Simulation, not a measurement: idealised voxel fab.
Herein follows the process module entitled voxel transistor to metal.
The figure presents cross-section cut, which has a width of 200 nm and is divided into square cells with an edge length of 5 nm.
Bands, listed from the top down, are how a cross-section gets written in this document; the cross-section itself is a grid of square cells, and a band is one or more rows of them. First you get the band's top height and its bottom height, in nm, and then the materials it's made of, left to right, with each width in nm. If you see a single material with "full width", that one covers the band edge to edge. "blank" is empty space. Heights are measured from 0, the level below which the as-received wafer is all one material; the lowest band has no bottom and continues downward, written as in "top 0, no bottom". Note: "30 to 40" means the width goes from the first number (top row of the band) to the second number (bottom row) in equal steps per row of cells. Given "same as before" for a step, no cell of the cross-section differs between before and after that step. "Unvented cavities" - sealed voids, min. 8 cells, no opening to top; format: width x height at distance (distance from left edge; nm throughout). Post-settings text on a step line: simulator's own remark regarding the step. The line of a step may include "overlay nm". On a step with a mask, this value is how far to the right of its planned place the mask lay. A negative value means the mask lay to the left.

-- Intended process steps
1. RECEIVE with material Si
2. CONFORMAL_DEP with material SiO2, thk nm 5
3. CONFORMAL_DEP with material SiN, thk nm 15
4. MASKED_ETCH with tone cover, mask id ACTIVE, width nm 85, etch materials SiN, depth nm 15, overlay nm 0
5. MASKED_ETCH with tone cover, mask id ACTIVE, width nm 85, etch materials SiO2, depth nm 5, overlay nm 0
6. MASKED_ETCH with tone cover, mask id ACTIVE, width nm 85, etch materials Si, depth nm 25, overlay nm 0
7. OXIDIZE with depth nm 5
8. FILL_DEP with material SiO2, thk nm 15
9. CMP with height nm 20
10. SELECTIVE_ETCH with etch materials SiO2, depth nm 10
11. STRIP with etch materials SiN
12. SELECTIVE_ETCH with etch materials SiO2, depth nm 5
13. OXIDIZE with depth nm 5
14. DIRECTIONAL_DEP with material polySi, thk nm 30
15. DIRECTIONAL_DEP with material SiCN, thk nm 15
16. DIRECTIONAL_DEP with material aC, thk nm 10
17. PATTERN with tone cover, mask id GATE, material resist, width nm 15, thk nm 25, overlay nm 0
18. DIRECTIONAL_ETCH with etch materials aC, depth nm 10
19. STRIP with etch materials resist
20. DIRECTIONAL_ETCH with etch materials SiCN, depth nm 25
21. DIRECTIONAL_ETCH with etch materials polySi, depth nm 40
22. STRIP with etch materials aC
23. CONFORMAL_DEP with material SiO2, thk nm 5
24. DIRECTIONAL_ETCH with etch materials SiO2, depth nm 5
25. CONFORMAL_DEP with material SiN, thk nm 10
26. DIRECTIONAL_ETCH with etch materials SiN, depth nm 10
27. DIRECTIONAL_ETCH with etch materials SiO2, depth nm 5
28. DIRECTIONAL_ETCH with etch materials Si, depth nm 15
29. EPI with material nSi, thk nm 15
30. FILL_DEP with material SiO2, thk nm 5
31. CMP with height nm 45
32. DIRECTIONAL_DEP with material SiO2, thk nm 10
33. DIRECTIONAL_DEP with material aC, thk nm 10
34. PATTERN with tone open, mask id CONTACT, material resist, width nm 15, pitch nm 60, thk nm 30, overlay nm 0
35. DIRECTIONAL_ETCH with etch materials aC, depth nm 10
36. STRIP with etch materials resist
37. DIRECTIONAL_ETCH with etch materials SiO2, depth nm 45
38. STRIP with etch materials aC
39. CONFORMAL_DEP with material TiN, thk nm 5
40. FILL_DEP with material W, thk nm 10
41. CMP with height nm 55
42. CONFORMAL_DEP with material SiCN, thk nm 5
43. DIRECTIONAL_DEP with material SiO2, thk nm 15
44. PATTERN with tone open, mask id METAL_1, material resist, width nm 15, pitch nm 60, thk nm 15, overlay nm 0
45. DIRECTIONAL_ETCH with etch materials SiO2, depth nm 15
46. DIRECTIONAL_ETCH with etch materials SiCN, depth nm 5
47. STRIP with etch materials resist
48. CONFORMAL_DEP with material TiN, thk nm 5
49. FILL_DEP with material W, thk nm 10
50. CMP with height nm 75
51. CONFORMAL_DEP with material SiCN, thk nm 5
52. DIRECTIONAL_DEP with material SiO2, thk nm 25
53. PATTERN with tone open, mask id METAL_2, material resist, width nm 15, pitch nm 60, thk nm 20, overlay nm 0
54. DIRECTIONAL_ETCH with etch materials SiO2, depth nm 15
55. STRIP with etch materials resist
56. PATTERN with tone open, mask id METAL_2_HOLES, material resist, width nm 15, pitch nm 60, thk nm 20, overlay nm 0
57. DIRECTIONAL_ETCH with etch materials SiO2, depth nm 10
58. DIRECTIONAL_ETCH with etch materials SiCN, depth nm 5
59. STRIP with etch materials resist
60. CONFORMAL_DEP with material TiN, thk nm 5
61. FILL_DEP with material Ru, thk nm 5
62. CMP with height nm 105
63. CONFORMAL_DEP with material SiCN, thk nm 5

-- As received (post step 1): cross-section
* top 0, no bottom  Si full width
* Unvented cavities: none

-- Same starting wafer, same plan as above, one mistake in the execution; this is the cross-section at the end of the module
* top 110, bottom 105  SiCN full width
* top 105, bottom 80  SiO2 (60) | TiN (5) | Ru (5) | TiN (5) | SiO2 (45) | TiN (5) | Ru (5) | TiN (5) | SiO2 (65)
* top 80, bottom 75  SiCN (60) | TiN (15) | SiCN (45) | TiN (15) | SiCN (65)
* top 75, bottom 60  SiO2 (60) | TiN (5) | W (5) | TiN (5) | SiO2 (45) | TiN (5) | W (5) | TiN (5) | SiO2 (65)
* top 60, bottom 55  SiCN (60) | TiN (15) | SiCN (45) | TiN (15) | SiCN (65)
* top 55, bottom 45  SiO2 (60) | TiN (5) | W (5) | TiN (5) | SiO2 (45) | TiN (5) | W (5) | TiN (5) | SiO2 (65)
* top 45, bottom 25  SiO2 (60) | TiN (5) | W (5) | TiN (5) | SiN (10) | SiO2 (5) | polySi (15) | SiO2 (5) | SiN (10) | TiN (5) | W (5) | TiN (5) | SiO2 (65)
* top 25, bottom 20  SiO2 (60) | TiN (15) | SiN (10) | SiO2 (5) | polySi (15) | SiO2 (5) | SiN (10) | TiN (15) | SiO2 (65)
* top 20, bottom 5  SiO2 (55) | SiN (85) | SiO2 (60)
* top 5, bottom 0  SiO2 full width
* top 0, bottom -30  SiO2 (60) | Si (75) | SiO2 (65)
* top -30, no bottom  Si full width
* Unvented cavities: none
Heads up, the wafer didn't run the way we planned it: it should be noted that step 9 of the plan was omitted and was not performed
